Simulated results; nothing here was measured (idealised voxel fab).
Herein follows the process module entitled voxel ribs on slabs.
Shown is cross-section cut, with a width of 165 nm and square cells of size 5 nm.
Just so we're on the same page, the cross-sections are grids of square cells, and they're listed out in bands top to bottom, each band one or more rows deep.
For a band, the entry starts with two heights in nm, that of the top and then that of the bottom, and carries on with the band's materials in order from left to right, each alongside its width in nm; the word "full width" beside a single material means it fills the band edge to edge, and "empty" means empty space.
Heights from 0 (as-received wafer is one material below). Bottom band endless downward, as "0 nm and below".
Graded width ("30 to 40"): value in top row of band = first number; value in bottom row = second number; row-to-row change constant.
For the purposes of this document, the phrase "no change occurred" attached to a step denotes that no cell within the cross-section was modified by that step.
Enclosed voids (no open way to top), threshold 8 cells or more, entry "Enclosed cavity list", notation width x height at distance, distance from left edge, nm.
On each step's line, the part that comes after the settings is the simulator's own comment on the step.
Each step line may optionally specify "overlay nm", which for a step with a mask gives the rightward distance between the mask's planned place and where it lay, a negative value indicating the leftward direction.
Process steps (planned):
1,RECEIVE: material Si
2,DIRECTIONAL_DEP: material SiO2, thk nm 25
3,DIRECTIONAL_DEP: material SiN, thk nm 15
4,DIRECTIONAL_DEP: material aC, thk nm 10
5,PATTERN: tone cover, mask id RIB, material resist, width nm 25, thk nm 25, overlay nm 0
6,DIRECTIONAL_ETCH: etch materials aC, depth nm 10
7,STRIP: etch materials resist
8,DIRECTIONAL_ETCH: etch materials SiN, depth nm 10
9,STRIP: etch materials aC
10,PATTERN: tone cover, mask id SLAB, material resist, width nm 55, thk nm 15, overlay nm 0
11,DIRECTIONAL_ETCH: etch materials SiN, depth nm 5
12,STRIP: etch materials resist
13,FILL_DEP: material SiO2, thk nm 25
14,CMP: height nm 55
15,DIRECTIONAL_DEP: material W, thk nm 10
16,DIRECTIONAL_DEP: material aC, thk nm 10
17,PATTERN: tone cover, mask id HEATER, material resist, width nm 35, thk nm 25, overlay nm 0
18,DIRECTIONAL_ETCH: etch materials aC, depth nm 10
19,STRIP: etch materials resist
20,DIRECTIONAL_ETCH: etch materials W, depth nm 10
21,STRIP: etch materials aC
22,CONFORMAL_DEP: material SiO2, thk nm 5
Cross-section of the incoming wafer, state after step 1:
    0 nm and below: Si full width
    Enclosed cavity list: none
Wafer cross-section at end of module: start and plan as shown above, one execution error:
    70 nm to 65 nm: empty=60, then SiO2=45, then empty=60
    65 nm to 60 nm: empty=60, then SiO2=5, then W=35, then SiO2=5, then empty=60
    60 nm to 55 nm: SiO2=65, then W=35, then SiO2=65
    55 nm to 40 nm: SiO2 full width
    40 nm to 35 nm: SiO2=55, then SiN=15, then SiO2=25, then SiN=15, then SiO2=55
    35 nm to 30 nm: SiN=70, then SiO2=25, then SiN=70
    30 nm to 25 nm: SiN full width
    25 nm to 0 nm: SiO2 full width
    0 nm and below: Si full width
    Enclosed cavity list: none
What went wrong in running the wafer? so step 5 ended up running with a different setting than we planned, it ran as PATTERN: tone open, mask id RIB, material resist, width nm 25, thk nm 25, overlay nm 0
